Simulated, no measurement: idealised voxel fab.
Process module heading - voxel wiring stack
FYI the section here is cut, 240 nm wide, cells are 5 nm squares.
Cross-sections here: square-cell grids, written as top-down lists of bands, a band being one or more rows of cells.
The entry gives the band's vertical extent as a top height and a bottom height in nm, then its horizontal make-up as materials from left to right, each with a width in nm. "blank" stands for empty space; a single material marked "full width" fills the band edge to edge.
The reference from which all heights are counted is 0, the level beneath which the as-received wafer is entirely one material; the lowest band, having no lower bound, proceeds downward and is written after the example "0 down".
Read "30 to 40" as a graded width: first number on top, second number at the bottom, same change between each pair of neighbouring rows.
"all unchanged" for a step: no cell of the cross-section changed in that step.
Empty spaces without an open route to the top, at least 8 cells in extent, make up the entry "Sealed voids"; each is given as width x height at distance, where the distance is measured from the left edge, and all are in nm.
Anything after a step's settings on that line? It's the simulator's own note about the step.
You can add "overlay nm" to a step's line. For a step with a mask, it describes how far the mask lay to the right of its planned position, and a negative number describes a lay to the left.

-- Planned step list for the process
1. RECEIVE (material Si)
2. CONFORMAL_DEP (material SiO2; thk nm 15)
3. DIRECTIONAL_DEP (material TiN; thk nm 5)
4. DIRECTIONAL_DEP (material Ru; thk nm 20)
5. MASKED_ETCH (tone cover; mask id METAL_1; width nm 25; pitch nm 40; etch materials Ru; depth nm 20; overlay nm 0)
6. MASKED_ETCH (tone cover; mask id METAL_1; width nm 25; pitch nm 40; etch materials TiN; depth nm 5; overlay nm 0)
7. FILL_DEP (material SiO2; thk nm 5)
8. CMP (height nm 40)
9. CONFORMAL_DEP (material SiCN; thk nm 5)
10. DIRECTIONAL_DEP (material lowk; thk nm 15)
11. MASKED_ETCH (tone open; mask id PLUG_1; width nm 15; pitch nm 40; etch materials lowk; depth nm 15; overlay nm 0)
12. MASKED_ETCH (tone open; mask id PLUG_1; width nm 15; pitch nm 40; etch materials SiCN; depth nm 5; overlay nm 0)
13. EPI (material Ru; thk nm 10)
14. EPI (material Ru; thk nm 10)
15. CONFORMAL_DEP (material SiN; thk nm 5)
16. DIRECTIONAL_DEP (material SiO2; thk nm 15)
17. DIRECTIONAL_DEP (material aC; thk nm 15)
18. PATTERN (tone open; mask id METAL_2; material resist; width nm 25; pitch nm 40; thk nm 30; overlay nm 0)
19. DIRECTIONAL_ETCH (etch materials aC; depth nm 15)
20. STRIP (etch materials resist)
21. DIRECTIONAL_ETCH (etch materials SiO2; depth nm 15)
22. DIRECTIONAL_ETCH (etch materials SiN; depth nm 5)
23. STRIP (etch materials aC)
24. CONFORMAL_DEP (material TiN; thk nm 5)
25. FILL_DEP (material Cu; thk nm 5)
26. CMP (height nm 80)
27. CONFORMAL_DEP (material SiCN; thk nm 5)
28. DIRECTIONAL_DEP (material SiO2; thk nm 25)
29. MASKED_ETCH (tone open; mask id METAL_3_HOLES; width nm 15; etch materials SiO2; depth nm 25; overlay nm 0)
30. DIRECTIONAL_DEP (material aC; thk nm 15)
31. PATTERN (tone open; mask id METAL_3; material resist; width nm 25; pitch nm 40; thk nm 30; overlay nm 0)
32. DIRECTIONAL_ETCH (etch materials aC; depth nm 15)
33. STRIP (etch materials resist)
34. DIRECTIONAL_ETCH (etch materials SiO2; depth nm 15)
35. DIRECTIONAL_ETCH (etch materials SiCN; depth nm 5)
36. STRIP (etch materials aC)
37. CONFORMAL_DEP (material TiN; thk nm 5)
38. FILL_DEP (material Ru; thk nm 10)
39. CMP (height nm 110)
40. CONFORMAL_DEP (material SiCN; thk nm 5)
41. DIRECTIONAL_DEP (material SiO2; thk nm 30)
42. PATTERN (tone open; mask id METAL_4; material resist; width nm 25; pitch nm 40; thk nm 20; overlay nm 0)
43. DIRECTIONAL_ETCH (etch materials SiO2; depth nm 20)
44. STRIP (etch materials resist)
45. MASKED_ETCH (tone open; mask id METAL_4_HOLES; width nm 15; pitch nm 40; etch materials SiO2; depth nm 10; overlay nm 0)
46. MASKED_ETCH (tone open; mask id METAL_4_HOLES; width nm 15; pitch nm 40; etch materials SiCN; depth nm 5; overlay nm 0)
47. CONFORMAL_DEP (material TiN; thk nm 5)
48. FILL_DEP (material Cu; thk nm 5)
49. CMP (height nm 145)
50. CONFORMAL_DEP (material SiN; thk nm 5)

-- The first of a set of two wafers, run to plan

-- As received (post step 1): cross-section
* 0 down | Si full width
* Sealed voids: none

-- Presented here is a cross-section of the wafer after step 2 has been performed
* 15 to 0 | SiO2 full width
* Nothing below the height 0 has changed.

-- Presented here is a cross-section of the wafer after step 3 has been performed
* 20 to 15 | TiN full width
* Nothing below the height 15 has changed.

-- Presented here is a cross-section of the wafer after step 4 has been performed
* 40 to 20 | Ru full width
* Nothing below the height 20 has changed.

-- Presented here is a cross-section of the wafer after step 5 has been performed
* 40 to 20 | blank: 85; Ru: 25; blank: 15; Ru: 25; blank: 90
* Nothing below the height 20 has changed.

-- Presented here is a cross-section of the wafer after step 6 has been performed
* 40 to 20 | blank: 85; Ru: 25; blank: 15; Ru: 25; blank: 90
* 20 to 15 | blank: 85; TiN: 25; blank: 15; TiN: 25; blank: 90
* Nothing below the height 15 has changed.

-- Presented here is a cross-section of the wafer after step 7 has been performed
* 45 to 40 | SiO2 full width
* 40 to 20 | SiO2: 85; Ru: 25; SiO2: 15; Ru: 25; SiO2: 90
* 20 to 15 | SiO2: 85; TiN: 25; SiO2: 15; TiN: 25; SiO2: 90
* Nothing below the height 15 has changed.

-- Presented here is a cross-section of the wafer after step 8 has been performed
* 40 to 20 | SiO2: 85; Ru: 25; SiO2: 15; Ru: 25; SiO2: 90
* Nothing below the height 20 has changed.

-- Presented here is a cross-section of the wafer after step 9 has been performed
* 45 to 40 | SiCN full width
* Nothing below the height 40 has changed.

-- Presented here is a cross-section of the wafer after step 10 has been performed
* 60 to 45 | lowk full width
* Nothing below the height 45 has changed.

-- Presented here is a cross-section of the wafer after step 11 has been performed
* 60 to 45 | lowk: 85; blank: 15; lowk: 25; blank: 15; lowk: 100
* Nothing below the height 45 has changed.

-- Presented here is a cross-section of the wafer after step 12 has been performed
* 60 to 45 | lowk: 85; blank: 15; lowk: 25; blank: 15; lowk: 100
* 45 to 40 | SiCN: 85; blank: 15; SiCN: 25; blank: 15; SiCN: 100
* Nothing below the height 40 has changed.

-- Presented here is a cross-section of the wafer after step 13 has been performed
* 60 to 50 | lowk: 85; blank: 15; lowk: 25; blank: 15; lowk: 100
* 50 to 45 | lowk: 85; Ru: 15; lowk: 25; Ru: 15; lowk: 100
* 45 to 40 | SiCN: 85; Ru: 15; SiCN: 25; Ru: 15; SiCN: 100
* Nothing below the height 40 has changed.

-- Presented here is a cross-section of the wafer after step 14 has been performed
* 60 to 45 | lowk: 85; Ru: 15; lowk: 25; Ru: 15; lowk: 100
* Nothing below the height 45 has changed.

-- Presented here is a cross-section of the wafer after step 15 has been performed
* 65 to 60 | SiN full width
* Nothing below the height 60 has changed.

-- Presented here is a cross-section of the wafer after step 16 has been performed
* 80 to 65 | SiO2 full width
* Nothing below the height 65 has changed.

-- Presented here is a cross-section of the wafer after step 17 has been performed
* 95 to 80 | aC full width
* Nothing below the height 80 has changed.

-- Presented here is a cross-section of the wafer after step 18 has been performed
* 125 to 95 | resist: 85; blank: 25; resist: 15; blank: 25; resist: 90
* Nothing below the height 95 has changed.

-- Presented here is a cross-section of the wafer after step 19 has been performed
* 110 to 95 | resist: 85; blank: 25; resist: 15; blank: 25; resist: 90
* 95 to 80 | aC: 85; blank: 25; aC: 15; blank: 25; aC: 90
* Nothing below the height 80 has changed.

-- Presented here is a cross-section of the wafer after step 20 has been performed
* 95 to 80 | aC: 85; blank: 25; aC: 15; blank: 25; aC: 90
* Nothing below the height 80 has changed.

-- Presented here is a cross-section of the wafer after step 21 has been performed
* 95 to 80 | aC: 85; blank: 25; aC: 15; blank: 25; aC: 90
* 80 to 65 | SiO2: 85; blank: 25; SiO2: 15; blank: 25; SiO2: 90
* Nothing below the height 65 has changed.

-- Presented here is a cross-section of the wafer after step 22 has been performed
* 95 to 80 | aC: 85; blank: 25; aC: 15; blank: 25; aC: 90
* 80 to 65 | SiO2: 85; blank: 25; SiO2: 15; blank: 25; SiO2: 90
* 65 to 60 | SiN: 85; blank: 25; SiN: 15; blank: 25; SiN: 90
* Nothing below the height 60 has changed.

-- Presented here is a cross-section of the wafer after step 23 has been performed
* 80 to 65 | SiO2: 85; blank: 25; SiO2: 15; blank: 25; SiO2: 90
* Nothing below the height 65 has changed.

-- Presented here is a cross-section of the wafer after step 24 has been performed
* 85 to 80 | TiN: 90; blank: 15; TiN: 25; blank: 15; TiN: 95
* 80 to 65 | SiO2: 85; TiN: 5; blank: 15; TiN: 5; SiO2: 15; TiN: 5; blank: 15; TiN: 5; SiO2: 90
* 65 to 60 | SiN: 85; TiN: 25; SiN: 15; TiN: 25; SiN: 90
* Nothing below the height 60 has changed.

-- Presented here is a cross-section of the wafer after step 25 has been performed
* 90 to 85 | Cu full width
* 85 to 80 | TiN: 90; Cu: 15; TiN: 25; Cu: 15; TiN: 95
* 80 to 65 | SiO2: 85; TiN: 5; Cu: 15; TiN: 5; SiO2: 15; TiN: 5; Cu: 15; TiN: 5; SiO2: 90
* Nothing below the height 65 has changed.

-- Presented here is a cross-section of the wafer after step 26 has been performed
* 80 to 65 | SiO2: 85; TiN: 5; Cu: 15; TiN: 5; SiO2: 15; TiN: 5; Cu: 15; TiN: 5; SiO2: 90
* Nothing below the height 65 has changed.

-- Presented here is a cross-section of the wafer after step 27 has been performed
* 85 to 80 | SiCN full width
* Nothing below the height 80 has changed.

-- Presented here is a cross-section of the wafer after step 28 has been performed
* 110 to 85 | SiO2 full width
* Nothing below the height 85 has changed.

-- Presented here is a cross-section of the wafer after step 29 has been performed
* 110 to 85 | SiO2: 85; blank: 15; SiO2: 140
* Nothing below the height 85 has changed.

-- Presented here is a cross-section of the wafer after step 30 has been performed
* 125 to 110 | aC: 85; blank: 15; aC: 140
* 110 to 100 | SiO2: 85; blank: 15; SiO2: 140
* 100 to 85 | SiO2: 85; aC: 15; SiO2: 140
* Nothing below the height 85 has changed.

-- Presented here is a cross-section of the wafer after step 31 has been performed
* 155 to 125 | resist: 85; blank: 25; resist: 15; blank: 25; resist: 90
* Nothing below the height 125 has changed.

-- Presented here is a cross-section of the wafer after step 32 has been performed
* 140 to 125 | resist: 85; blank: 25; resist: 15; blank: 25; resist: 90
* 125 to 110 | aC: 85; blank: 25; aC: 15; blank: 25; aC: 90
* 110 to 85 | SiO2: 85; blank: 15; SiO2: 140
* Nothing below the height 85 has changed.

-- Presented here is a cross-section of the wafer after step 33 has been performed
* 125 to 110 | aC: 85; blank: 25; aC: 15; blank: 25; aC: 90
* Nothing below the height 110 has changed.

-- Presented here is a cross-section of the wafer after step 34 has been performed
* 125 to 110 | aC: 85; blank: 25; aC: 15; blank: 25; aC: 90
* 110 to 95 | SiO2: 85; blank: 25; SiO2: 15; blank: 25; SiO2: 90
* Nothing below the height 95 has changed.

-- Presented here is a cross-section of the wafer after step 35 has been performed
* 125 to 110 | aC: 85; blank: 25; aC: 15; blank: 25; aC: 90
* 110 to 95 | SiO2: 85; blank: 25; SiO2: 15; blank: 25; SiO2: 90
* 95 to 85 | SiO2: 85; blank: 15; SiO2: 140
* 85 to 80 | SiCN: 85; blank: 15; SiCN: 140
* Nothing below the height 80 has changed.

-- Presented here is a cross-section of the wafer after step 36 has been performed
* 110 to 95 | SiO2: 85; blank: 25; SiO2: 15; blank: 25; SiO2: 90
* Nothing below the height 95 has changed.

-- Presented here is a cross-section of the wafer after step 37 has been performed
* 115 to 110 | TiN: 90; blank: 15; TiN: 25; blank: 15; TiN: 95
* 110 to 100 | SiO2: 85; TiN: 5; blank: 15; TiN: 5; SiO2: 15; TiN: 5; blank: 15; TiN: 5; SiO2: 90
* 100 to 95 | SiO2: 85; TiN: 5; blank: 5; TiN: 15; SiO2: 15; TiN: 25; SiO2: 90
* 95 to 85 | SiO2: 85; TiN: 5; blank: 5; TiN: 5; SiO2: 140
* 85 to 80 | SiCN: 85; TiN: 15; SiCN: 140
* Nothing below the height 80 has changed.

-- Presented here is a cross-section of the wafer after step 38 has been performed
* 125 to 115 | Ru full width
* 115 to 110 | TiN: 90; Ru: 15; TiN: 25; Ru: 15; TiN: 95
* 110 to 100 | SiO2: 85; TiN: 5; Ru: 15; TiN: 5; SiO2: 15; TiN: 5; Ru: 15; TiN: 5; SiO2: 90
* 100 to 95 | SiO2: 85; TiN: 5; Ru: 5; TiN: 15; SiO2: 15; TiN: 25; SiO2: 90
* 95 to 85 | SiO2: 85; TiN: 5; Ru: 5; TiN: 5; SiO2: 140
* Nothing below the height 85 has changed.

-- Presented here is a cross-section of the wafer after step 39 has been performed
* 110 to 100 | SiO2: 85; TiN: 5; Ru: 15; TiN: 5; SiO2: 15; TiN: 5; Ru: 15; TiN: 5; SiO2: 90
* Nothing below the height 100 has changed.

-- Presented here is a cross-section of the wafer after step 40 has been performed
* 115 to 110 | SiCN full width
* Nothing below the height 110 has changed.

-- Presented here is a cross-section of the wafer after step 41 has been performed
* 145 to 115 | SiO2 full width
* Nothing below the height 115 has changed.

-- Presented here is a cross-section of the wafer after step 42 has been performed
* 165 to 145 | resist: 85; blank: 25; resist: 15; blank: 25; resist: 90
* Nothing below the height 145 has changed.

-- Presented here is a cross-section of the wafer after step 43 has been performed
* 165 to 145 | resist: 85; blank: 25; resist: 15; blank: 25; resist: 90
* 145 to 125 | SiO2: 85; blank: 25; SiO2: 15; blank: 25; SiO2: 90
* Nothing below the height 125 has changed.

-- Presented here is a cross-section of the wafer after step 44 has been performed
* 145 to 125 | SiO2: 85; blank: 25; SiO2: 15; blank: 25; SiO2: 90
* Nothing below the height 125 has changed.

-- Presented here is a cross-section of the wafer after step 45 has been performed
* 145 to 125 | SiO2: 85; blank: 25; SiO2: 15; blank: 25; SiO2: 90
* 125 to 115 | SiO2: 85; blank: 15; SiO2: 25; blank: 15; SiO2: 100
* Nothing below the height 115 has changed.

-- Presented here is a cross-section of the wafer after step 46 has been performed
* 145 to 125 | SiO2: 85; blank: 25; SiO2: 15; blank: 25; SiO2: 90
* 125 to 115 | SiO2: 85; blank: 15; SiO2: 25; blank: 15; SiO2: 100
* 115 to 110 | SiCN: 85; blank: 15; SiCN: 25; blank: 15; SiCN: 100
* Nothing below the height 110 has changed.

-- Presented here is a cross-section of the wafer after step 47 has been performed
* 150 to 145 | TiN: 90; blank: 15; TiN: 25; blank: 15; TiN: 95
* 145 to 130 | SiO2: 85; TiN: 5; blank: 15; TiN: 5; SiO2: 15; TiN: 5; blank: 15; TiN: 5; SiO2: 90
* 130 to 125 | SiO2: 85; TiN: 5; blank: 5; TiN: 15; SiO2: 15; TiN: 5; blank: 5; TiN: 15; SiO2: 90
* 125 to 115 | SiO2: 85; TiN: 5; blank: 5; TiN: 5; SiO2: 25; TiN: 5; blank: 5; TiN: 5; SiO2: 100
* 115 to 110 | SiCN: 85; TiN: 15; SiCN: 25; TiN: 15; SiCN: 100
* Nothing below the height 110 has changed.

-- Presented here is a cross-section of the wafer after step 48 has been performed
* 155 to 150 | Cu full width
* 150 to 145 | TiN: 90; Cu: 15; TiN: 25; Cu: 15; TiN: 95
* 145 to 130 | SiO2: 85; TiN: 5; Cu: 15; TiN: 5; SiO2: 15; TiN: 5; Cu: 15; TiN: 5; SiO2: 90
* 130 to 125 | SiO2: 85; TiN: 5; Cu: 5; TiN: 15; SiO2: 15; TiN: 5; Cu: 5; TiN: 15; SiO2: 90
* 125 to 115 | SiO2: 85; TiN: 5; Cu: 5; TiN: 5; SiO2: 25; TiN: 5; Cu: 5; TiN: 5; SiO2: 100
* Nothing below the height 115 has changed.

-- Presented here is a cross-section of the wafer after step 49 has been performed
* 145 to 130 | SiO2: 85; TiN: 5; Cu: 15; TiN: 5; SiO2: 15; TiN: 5; Cu: 15; TiN: 5; SiO2: 90
* Nothing below the height 130 has changed.

-- Presented here is a cross-section of the wafer after step 50 has been performed
* 150 to 145 | SiN full width
* Nothing below the height 145 has changed.

-- Wafer two. Identical start, identical plan. One mistake in execution. Identical history through step 7

-- Planned end of step 8: second wafer, cross-section
* 30 to 20 | SiO2: 85; Ru: 25; SiO2: 15; Ru: 25; SiO2: 90
* Nothing below the height 20 has changed.

-- Planned end of step 9: second wafer, cross-section
* 35 to 30 | SiCN full width
* Nothing below the height 30 has changed.

-- Planned end of step 10: second wafer, cross-section
* 50 to 35 | lowk full width
* Nothing below the height 35 has changed.

-- Planned end of step 11: second wafer, cross-section
* 50 to 35 | lowk: 85; blank: 15; lowk: 25; blank: 15; lowk: 100
* Nothing below the height 35 has changed.

-- Planned end of step 12: second wafer, cross-section
* 50 to 35 | lowk: 85; blank: 15; lowk: 25; blank: 15; lowk: 100
* 35 to 30 | SiCN: 85; blank: 15; SiCN: 25; blank: 15; SiCN: 100
* Nothing below the height 30 has changed.

-- Planned end of step 13: second wafer, cross-section
* 50 to 40 | lowk: 85; blank: 15; lowk: 25; blank: 15; lowk: 100
* 40 to 35 | lowk: 85; Ru: 15; lowk: 25; Ru: 15; lowk: 100
* 35 to 30 | SiCN: 85; Ru: 15; SiCN: 25; Ru: 15; SiCN: 100
* Nothing below the height 30 has changed.

-- Planned end of step 14: second wafer, cross-section
* 50 to 35 | lowk: 85; Ru: 15; lowk: 25; Ru: 15; lowk: 100
* Nothing below the height 35 has changed.

-- Planned end of step 15: second wafer, cross-section
* 55 to 50 | SiN full width
* Nothing below the height 50 has changed.

-- Planned end of step 16: second wafer, cross-section
* 70 to 55 | SiO2 full width
* Nothing below the height 55 has changed.

-- Planned end of step 17: second wafer, cross-section
* 85 to 70 | aC full width
* Nothing below the height 70 has changed.

-- Planned end of step 18: second wafer, cross-section
* 115 to 85 | resist: 85; blank: 25; resist: 15; blank: 25; resist: 90
* Nothing below the height 85 has changed.

-- Planned end of step 19: second wafer, cross-section
* 100 to 85 | resist: 85; blank: 25; resist: 15; blank: 25; resist: 90
* 85 to 70 | aC: 85; blank: 25; aC: 15; blank: 25; aC: 90
* Nothing below the height 70 has changed.

-- Planned end of step 20: second wafer, cross-section
* 85 to 70 | aC: 85; blank: 25; aC: 15; blank: 25; aC: 90
* Nothing below the height 70 has changed.

-- Planned end of step 21: second wafer, cross-section
* 85 to 70 | aC: 85; blank: 25; aC: 15; blank: 25; aC: 90
* 70 to 55 | SiO2: 85; blank: 25; SiO2: 15; blank: 25; SiO2: 90
* Nothing below the height 55 has changed.

-- Planned end of step 22: second wafer, cross-section
* 85 to 70 | aC: 85; blank: 25; aC: 15; blank: 25; aC: 90
* 70 to 55 | SiO2: 85; blank: 25; SiO2: 15; blank: 25; SiO2: 90
* 55 to 50 | SiN: 85; blank: 25; SiN: 15; blank: 25; SiN: 90
* Nothing below the height 50 has changed.

-- Planned end of step 23: second wafer, cross-section
* 70 to 55 | SiO2: 85; blank: 25; SiO2: 15; blank: 25; SiO2: 90
* Nothing below the height 55 has changed.

-- Planned end of step 24: second wafer, cross-section
* 75 to 70 | TiN: 90; blank: 15; TiN: 25; blank: 15; TiN: 95
* 70 to 55 | SiO2: 85; TiN: 5; blank: 15; TiN: 5; SiO2: 15; TiN: 5; blank: 15; TiN: 5; SiO2: 90
* 55 to 50 | SiN: 85; TiN: 25; SiN: 15; TiN: 25; SiN: 90
* Nothing below the height 50 has changed.

-- Planned end of step 25: second wafer, cross-section
* 80 to 75 | Cu full width
* 75 to 70 | TiN: 90; Cu: 15; TiN: 25; Cu: 15; TiN: 95
* 70 to 55 | SiO2: 85; TiN: 5; Cu: 15; TiN: 5; SiO2: 15; TiN: 5; Cu: 15; TiN: 5; SiO2: 90
* Nothing below the height 55 has changed.

Planned end of step 26: second wafer, cross-section: all unchanged

-- Planned end of step 27: second wafer, cross-section
* 85 to 80 | SiCN full width
* Nothing below the height 80 has changed.

-- Planned end of step 28: second wafer, cross-section
* 110 to 85 | SiO2 full width
* Nothing below the height 85 has changed.

-- Planned end of step 29: second wafer, cross-section
* 110 to 85 | SiO2: 85; blank: 15; SiO2: 140
* Nothing below the height 85 has changed.

-- Planned end of step 30: second wafer, cross-section
* 125 to 110 | aC: 85; blank: 15; aC: 140
* 110 to 100 | SiO2: 85; blank: 15; SiO2: 140
* 100 to 85 | SiO2: 85; aC: 15; SiO2: 140
* Nothing below the height 85 has changed.

-- Planned end of step 31: second wafer, cross-section
* 155 to 125 | resist: 85; blank: 25; resist: 15; blank: 25; resist: 90
* Nothing below the height 125 has changed.

-- Planned end of step 32: second wafer, cross-section
* 140 to 125 | resist: 85; blank: 25; resist: 15; blank: 25; resist: 90
* 125 to 110 | aC: 85; blank: 25; aC: 15; blank: 25; aC: 90
* 110 to 85 | SiO2: 85; blank: 15; SiO2: 140
* Nothing below the height 85 has changed.

-- Planned end of step 33: second wafer, cross-section
* 125 to 110 | aC: 85; blank: 25; aC: 15; blank: 25; aC: 90
* Nothing below the height 110 has changed.

-- Planned end of step 34: second wafer, cross-section
* 125 to 110 | aC: 85; blank: 25; aC: 15; blank: 25; aC: 90
* 110 to 95 | SiO2: 85; blank: 25; SiO2: 15; blank: 25; SiO2: 90
* Nothing below the height 95 has changed.

-- Planned end of step 35: second wafer, cross-section
* 125 to 110 | aC: 85; blank: 25; aC: 15; blank: 25; aC: 90
* 110 to 95 | SiO2: 85; blank: 25; SiO2: 15; blank: 25; SiO2: 90
* 95 to 85 | SiO2: 85; blank: 15; SiO2: 140
* 85 to 80 | SiCN: 85; blank: 15; SiCN: 140
* Nothing below the height 80 has changed.

-- Planned end of step 36: second wafer, cross-section
* 110 to 95 | SiO2: 85; blank: 25; SiO2: 15; blank: 25; SiO2: 90
* Nothing below the height 95 has changed.

-- Planned end of step 37: second wafer, cross-section
* 115 to 110 | TiN: 90; blank: 15; TiN: 25; blank: 15; TiN: 95
* 110 to 100 | SiO2: 85; TiN: 5; blank: 15; TiN: 5; SiO2: 15; TiN: 5; blank: 15; TiN: 5; SiO2: 90
* 100 to 95 | SiO2: 85; TiN: 5; blank: 5; TiN: 15; SiO2: 15; TiN: 25; SiO2: 90
* 95 to 85 | SiO2: 85; TiN: 5; blank: 5; TiN: 5; SiO2: 140
* 85 to 80 | SiCN: 85; TiN: 15; SiCN: 140
* Nothing below the height 80 has changed.

-- Planned end of step 38: second wafer, cross-section
* 125 to 115 | Ru full width
* 115 to 110 | TiN: 90; Ru: 15; TiN: 25; Ru: 15; TiN: 95
* 110 to 100 | SiO2: 85; TiN: 5; Ru: 15; TiN: 5; SiO2: 15; TiN: 5; Ru: 15; TiN: 5; SiO2: 90
* 100 to 95 | SiO2: 85; TiN: 5; Ru: 5; TiN: 15; SiO2: 15; TiN: 25; SiO2: 90
* 95 to 85 | SiO2: 85; TiN: 5; Ru: 5; TiN: 5; SiO2: 140
* Nothing below the height 85 has changed.

-- Planned end of step 39: second wafer, cross-section
* 110 to 100 | SiO2: 85; TiN: 5; Ru: 15; TiN: 5; SiO2: 15; TiN: 5; Ru: 15; TiN: 5; SiO2: 90
* Nothing below the height 100 has changed.

-- Planned end of step 40: second wafer, cross-section
* 115 to 110 | SiCN full width
* Nothing below the height 110 has changed.

-- Planned end of step 41: second wafer, cross-section
* 145 to 115 | SiO2 full width
* Nothing below the height 115 has changed.

-- Planned end of step 42: second wafer, cross-section
* 165 to 145 | resist: 85; blank: 25; resist: 15; blank: 25; resist: 90
* Nothing below the height 145 has changed.

-- Planned end of step 43: second wafer, cross-section
* 165 to 145 | resist: 85; blank: 25; resist: 15; blank: 25; resist: 90
* 145 to 125 | SiO2: 85; blank: 25; SiO2: 15; blank: 25; SiO2: 90
* Nothing below the height 125 has changed.

-- Planned end of step 44: second wafer, cross-section
* 145 to 125 | SiO2: 85; blank: 25; SiO2: 15; blank: 25; SiO2: 90
* Nothing below the height 125 has changed.

-- Planned end of step 45: second wafer, cross-section
* 145 to 125 | SiO2: 85; blank: 25; SiO2: 15; blank: 25; SiO2: 90
* 125 to 115 | SiO2: 85; blank: 15; SiO2: 25; blank: 15; SiO2: 100
* Nothing below the height 115 has changed.

-- Planned end of step 46: second wafer, cross-section
* 145 to 125 | SiO2: 85; blank: 25; SiO2: 15; blank: 25; SiO2: 90
* 125 to 115 | SiO2: 85; blank: 15; SiO2: 25; blank: 15; SiO2: 100
* 115 to 110 | SiCN: 85; blank: 15; SiCN: 25; blank: 15; SiCN: 100
* Nothing below the height 110 has changed.

-- Planned end of step 47: second wafer, cross-section
* 150 to 145 | TiN: 90; blank: 15; TiN: 25; blank: 15; TiN: 95
* 145 to 130 | SiO2: 85; TiN: 5; blank: 15; TiN: 5; SiO2: 15; TiN: 5; blank: 15; TiN: 5; SiO2: 90
* 130 to 125 | SiO2: 85; TiN: 5; blank: 5; TiN: 15; SiO2: 15; TiN: 5; blank: 5; TiN: 15; SiO2: 90
* 125 to 115 | SiO2: 85; TiN: 5; blank: 5; TiN: 5; SiO2: 25; TiN: 5; blank: 5; TiN: 5; SiO2: 100
* 115 to 110 | SiCN: 85; TiN: 15; SiCN: 25; TiN: 15; SiCN: 100
* Nothing below the height 110 has changed.

-- Planned end of step 48: second wafer, cross-section
* 155 to 150 | Cu full width
* 150 to 145 | TiN: 90; Cu: 15; TiN: 25; Cu: 15; TiN: 95
* 145 to 130 | SiO2: 85; TiN: 5; Cu: 15; TiN: 5; SiO2: 15; TiN: 5; Cu: 15; TiN: 5; SiO2: 90
* 130 to 125 | SiO2: 85; TiN: 5; Cu: 5; TiN: 15; SiO2: 15; TiN: 5; Cu: 5; TiN: 15; SiO2: 90
* 125 to 115 | SiO2: 85; TiN: 5; Cu: 5; TiN: 5; SiO2: 25; TiN: 5; Cu: 5; TiN: 5; SiO2: 100
* Nothing below the height 115 has changed.

-- Planned end of step 49: second wafer, cross-section
* 145 to 130 | SiO2: 85; TiN: 5; Cu: 15; TiN: 5; SiO2: 15; TiN: 5; Cu: 15; TiN: 5; SiO2: 90
* Nothing below the height 130 has changed.

-- Planned end of step 50: second wafer, cross-section
* 150 to 145 | SiN full width
* Nothing below the height 145 has changed.
Processing error: step 8 ran as: CMP (height nm 30)
Looking at both finished wafers in cells, the second ends up ahead of or behind the first on some materials: +54 Cu | -20 Ru | -76 SiO2 | +42 TiN
